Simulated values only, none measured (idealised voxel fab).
process module | voxel wiring stack
cross-section cut | 170 nm wide | cells 5 nm
A cross-section is a grid of square cells, given in bands from the top down. A band is one or more rows of cells.
Each band's line starts with the height of the band's top and of its bottom, in nm. Then come its materials from left to right, each with its width in nm. One material with "throughout" fills the band from edge to edge. "air" is empty space.
Height 0 is the level under which the wafer as received is all one material. The lowest band goes on downwards, as in "0 down".
A width such as "30 to 40" changes by the same amount from each row of cells to the next, from the band's top row to its bottom row.
"no change" after a step means that no cell of the cross-section changed.
closed voids: empty space of 8 cells or more with no open way to the top, each as width x height at its distance from the left edge, in nm
after a step's settings: what the simulator itself notes on the step
overlay nm, on a step with a mask: how far to the right of its planned place the mask lay; to the left if negative
plan
1 op RECEIVE | material Si
2 op CONFORMAL_DEP | material SiO2 | thk nm 10
3 op DIRECTIONAL_DEP | material TiN | thk nm 5
4 op DIRECTIONAL_DEP | material W | thk nm 25
5 op PATTERN | tone cover | mask id METAL_1 | material resist | width nm 30 | pitch nm 55 | thk nm 20 | overlay nm 0
6 op DIRECTIONAL_ETCH | etch materials W | depth nm 25
7 op DIRECTIONAL_ETCH | etch materials TiN | depth nm 5
8 op STRIP | etch materials resist
9 op FILL_DEP | material lowk | thk nm 5
10 op CMP | height nm 40
11 op CONFORMAL_DEP | material SiCN | thk nm 5
12 op DIRECTIONAL_DEP | material lowk | thk nm 20
13 op DIRECTIONAL_DEP | material aC | thk nm 10
14 op PATTERN | tone open | mask id PLUG_1 | material resist | width nm 15 | pitch nm 55 | thk nm 25 | overlay nm 0
15 op DIRECTIONAL_ETCH | etch materials aC | depth nm 10
16 op STRIP | etch materials resist
17 op DIRECTIONAL_ETCH | etch materials lowk | depth nm 20
18 op DIRECTIONAL_ETCH | etch materials SiCN | depth nm 5
19 op STRIP | etch materials aC
20 op CONFORMAL_DEP | material TiN | thk nm 5
21 op FILL_DEP | material Cu | thk nm 10
22 op CMP | height nm 65
23 op CONFORMAL_DEP | material SiN | thk nm 5
24 op DIRECTIONAL_DEP | material SiO2 | thk nm 15
25 op MASKED_ETCH | tone open | mask id METAL_2 | width nm 30 | pitch nm 55 | etch materials SiO2 | depth nm 15 | overlay nm 0
26 op MASKED_ETCH | tone open | mask id METAL_2 | width nm 30 | pitch nm 55 | etch materials SiN | depth nm 5 | overlay nm 0
27 op CONFORMAL_DEP | material TiN | thk nm 5
28 op FILL_DEP | material Cu | thk nm 10
29 op CMP | height nm 85
30 op CONFORMAL_DEP | material SiCN | thk nm 5
first wafer, as planned
as received, after step 1
  0 down: Si throughout
  closed voids: none
after step 2
  10 to 0: SiO2 throughout
  below 0: unchanged
after step 3
  15 to 10: TiN throughout
  below 10: unchanged
after step 4
  40 to 15: W throughout
  below 15: unchanged
after step 5
  60 to 40: air 15 | resist 30 | air 25 | resist 30 | air 25 | resist 30 | air 15
  below 40: unchanged
after step 6
  60 to 40: air 15 | resist 30 | air 25 | resist 30 | air 25 | resist 30 | air 15
  40 to 15: air 15 | W 30 | air 25 | W 30 | air 25 | W 30 | air 15
  below 15: unchanged
after step 7
  60 to 40: air 15 | resist 30 | air 25 | resist 30 | air 25 | resist 30 | air 15
  40 to 15: air 15 | W 30 | air 25 | W 30 | air 25 | W 30 | air 15
  15 to 10: air 15 | TiN 30 | air 25 | TiN 30 | air 25 | TiN 30 | air 15
  below 10: unchanged
after step 8
  40 to 15: air 15 | W 30 | air 25 | W 30 | air 25 | W 30 | air 15
  below 15: unchanged
after step 9
  45 to 40: lowk throughout
  40 to 15: lowk 15 | W 30 | lowk 25 | W 30 | lowk 25 | W 30 | lowk 15
  15 to 10: lowk 15 | TiN 30 | lowk 25 | TiN 30 | lowk 25 | TiN 30 | lowk 15
  below 10: unchanged
after step 10
  40 to 15: lowk 15 | W 30 | lowk 25 | W 30 | lowk 25 | W 30 | lowk 15
  below 15: unchanged
after step 11
  45 to 40: SiCN throughout
  below 40: unchanged
after step 12
  65 to 45: lowk throughout
  below 45: unchanged
after step 13
  75 to 65: aC throughout
  below 65: unchanged
after step 14
  100 to 75: resist 15 | air 15 | resist 40 | air 15 | resist 40 | air 15 | resist 30
  below 75: unchanged
after step 15
  90 to 75: resist 15 | air 15 | resist 40 | air 15 | resist 40 | air 15 | resist 30
  75 to 65: aC 15 | air 15 | aC 40 | air 15 | aC 40 | air 15 | aC 30
  below 65: unchanged
after step 16
  75 to 65: aC 15 | air 15 | aC 40 | air 15 | aC 40 | air 15 | aC 30
  below 65: unchanged
after step 17
  75 to 65: aC 15 | air 15 | aC 40 | air 15 | aC 40 | air 15 | aC 30
  65 to 45: lowk 15 | air 15 | lowk 40 | air 15 | lowk 40 | air 15 | lowk 30
  below 45: unchanged
after step 18
  75 to 65: aC 15 | air 15 | aC 40 | air 15 | aC 40 | air 15 | aC 30
  65 to 45: lowk 15 | air 15 | lowk 40 | air 15 | lowk 40 | air 15 | lowk 30
  45 to 40: SiCN 15 | air 15 | SiCN 40 | air 15 | SiCN 40 | air 15 | SiCN 30
  below 40: unchanged
after step 19
  65 to 45: lowk 15 | air 15 | lowk 40 | air 15 | lowk 40 | air 15 | lowk 30
  below 45: unchanged
after step 20
  70 to 65: TiN 20 | air 5 | TiN 50 | air 5 | TiN 50 | air 5 | TiN 35
  65 to 45: lowk 15 | TiN 5 | air 5 | TiN 5 | lowk 40 | TiN 5 | air 5 | TiN 5 | lowk 40 | TiN 5 | air 5 | TiN 5 | lowk 30
  45 to 40: SiCN 15 | TiN 15 | SiCN 40 | TiN 15 | SiCN 40 | TiN 15 | SiCN 30
  below 40: unchanged
after step 21
  80 to 70: Cu throughout
  70 to 65: TiN 20 | Cu 5 | TiN 50 | Cu 5 | TiN 50 | Cu 5 | TiN 35
  65 to 45: lowk 15 | TiN 5 | Cu 5 | TiN 5 | lowk 40 | TiN 5 | Cu 5 | TiN 5 | lowk 40 | TiN 5 | Cu 5 | TiN 5 | lowk 30
  below 45: unchanged
after step 22
  65 to 45: lowk 15 | TiN 5 | Cu 5 | TiN 5 | lowk 40 | TiN 5 | Cu 5 | TiN 5 | lowk 40 | TiN 5 | Cu 5 | TiN 5 | lowk 30
  below 45: unchanged
after step 23
  70 to 65: SiN throughout
  below 65: unchanged
after step 24
  85 to 70: SiO2 throughout
  below 70: unchanged
after step 25
  85 to 70: SiO2 15 | air 30 | SiO2 25 | air 30 | SiO2 25 | air 30 | SiO2 15
  below 70: unchanged
after step 26
  85 to 70: SiO2 15 | air 30 | SiO2 25 | air 30 | SiO2 25 | air 30 | SiO2 15
  70 to 65: SiN 15 | air 30 | SiN 25 | air 30 | SiN 25 | air 30 | SiN 15
  below 65: unchanged
after step 27
  90 to 85: TiN 20 | air 20 | TiN 35 | air 20 | TiN 35 | air 20 | TiN 20
  85 to 70: SiO2 15 | TiN 5 | air 20 | TiN 5 | SiO2 25 | TiN 5 | air 20 | TiN 5 | SiO2 25 | TiN 5 | air 20 | TiN 5 | SiO2 15
  70 to 65: SiN 15 | TiN 30 | SiN 25 | TiN 30 | SiN 25 | TiN 30 | SiN 15
  below 65: unchanged
after step 28
  100 to 90: Cu throughout
  90 to 85: TiN 20 | Cu 20 | TiN 35 | Cu 20 | TiN 35 | Cu 20 | TiN 20
  85 to 70: SiO2 15 | TiN 5 | Cu 20 | TiN 5 | SiO2 25 | TiN 5 | Cu 20 | TiN 5 | SiO2 25 | TiN 5 | Cu 20 | TiN 5 | SiO2 15
  below 70: unchanged
after step 29
  85 to 70: SiO2 15 | TiN 5 | Cu 20 | TiN 5 | SiO2 25 | TiN 5 | Cu 20 | TiN 5 | SiO2 25 | TiN 5 | Cu 20 | TiN 5 | SiO2 15
  below 70: unchanged
after step 30
  90 to 85: SiCN throughout
  below 85: unchanged
second wafer: like start, like plan, one mistake. Through step 10 it matches the first wafer
when step 11 should have ended
  60 to 40: lowk throughout
  below 40: unchanged
when step 12 should have ended
  65 to 60: SiCN throughout
  below 60: unchanged
when step 13 should have ended
  75 to 65: aC throughout
  below 65: unchanged
when step 14 should have ended
  100 to 75: resist 15 | air 15 | resist 40 | air 15 | resist 40 | air 15 | resist 30
  below 75: unchanged
when step 15 should have ended
  90 to 75: resist 15 | air 15 | resist 40 | air 15 | resist 40 | air 15 | resist 30
  75 to 65: aC 15 | air 15 | aC 40 | air 15 | aC 40 | air 15 | aC 30
  below 65: unchanged
when step 16 should have ended
  75 to 65: aC 15 | air 15 | aC 40 | air 15 | aC 40 | air 15 | aC 30
  below 65: unchanged
when step 17 should have ended: no change
when step 18 should have ended
  75 to 65: aC 15 | air 15 | aC 40 | air 15 | aC 40 | air 15 | aC 30
  65 to 60: SiCN 15 | air 15 | SiCN 40 | air 15 | SiCN 40 | air 15 | SiCN 30
  below 60: unchanged
when step 19 should have ended
  65 to 60: SiCN 15 | air 15 | SiCN 40 | air 15 | SiCN 40 | air 15 | SiCN 30
  below 60: unchanged
when step 20 should have ended
  70 to 65: TiN 20 | air 5 | TiN 50 | air 5 | TiN 50 | air 5 | TiN 35
  65 to 60: SiCN 15 | TiN 15 | SiCN 40 | TiN 15 | SiCN 40 | TiN 15 | SiCN 30
  below 60: unchanged
when step 21 should have ended
  80 to 70: Cu throughout
  70 to 65: TiN 20 | Cu 5 | TiN 50 | Cu 5 | TiN 50 | Cu 5 | TiN 35
  below 65: unchanged
when step 22 should have ended
  65 to 60: SiCN 15 | TiN 15 | SiCN 40 | TiN 15 | SiCN 40 | TiN 15 | SiCN 30
  below 60: unchanged
when step 23 should have ended
  70 to 65: SiN throughout
  below 65: unchanged
when step 24 should have ended
  85 to 70: SiO2 throughout
  below 70: unchanged
when step 25 should have ended
  85 to 70: SiO2 15 | air 30 | SiO2 25 | air 30 | SiO2 25 | air 30 | SiO2 15
  below 70: unchanged
when step 26 should have ended
  85 to 70: SiO2 15 | air 30 | SiO2 25 | air 30 | SiO2 25 | air 30 | SiO2 15
  70 to 65: SiN 15 | air 30 | SiN 25 | air 30 | SiN 25 | air 30 | SiN 15
  below 65: unchanged
when step 27 should have ended
  90 to 85: TiN 20 | air 20 | TiN 35 | air 20 | TiN 35 | air 20 | TiN 20
  85 to 70: SiO2 15 | TiN 5 | air 20 | TiN 5 | SiO2 25 | TiN 5 | air 20 | TiN 5 | SiO2 25 | TiN 5 | air 20 | TiN 5 | SiO2 15
  70 to 65: SiN 15 | TiN 30 | SiN 25 | TiN 30 | SiN 25 | TiN 30 | SiN 15
  below 65: unchanged
when step 28 should have ended
  100 to 90: Cu throughout
  90 to 85: TiN 20 | Cu 20 | TiN 35 | Cu 20 | TiN 35 | Cu 20 | TiN 20
  85 to 70: SiO2 15 | TiN 5 | Cu 20 | TiN 5 | SiO2 25 | TiN 5 | Cu 20 | TiN 5 | SiO2 25 | TiN 5 | Cu 20 | TiN 5 | SiO2 15
  below 70: unchanged
when step 29 should have ended
  85 to 70: SiO2 15 | TiN 5 | Cu 20 | TiN 5 | SiO2 25 | TiN 5 | Cu 20 | TiN 5 | SiO2 25 | TiN 5 | Cu 20 | TiN 5 | SiO2 15
  below 70: unchanged
when step 30 should have ended
  90 to 85: SiCN throughout
  below 85: unchanged
what went wrong: steps 11 and 12 were swapped
at the end the second wafer has, in cells: 12 fewer of Cu | 24 fewer of TiN | 36 more of lowk
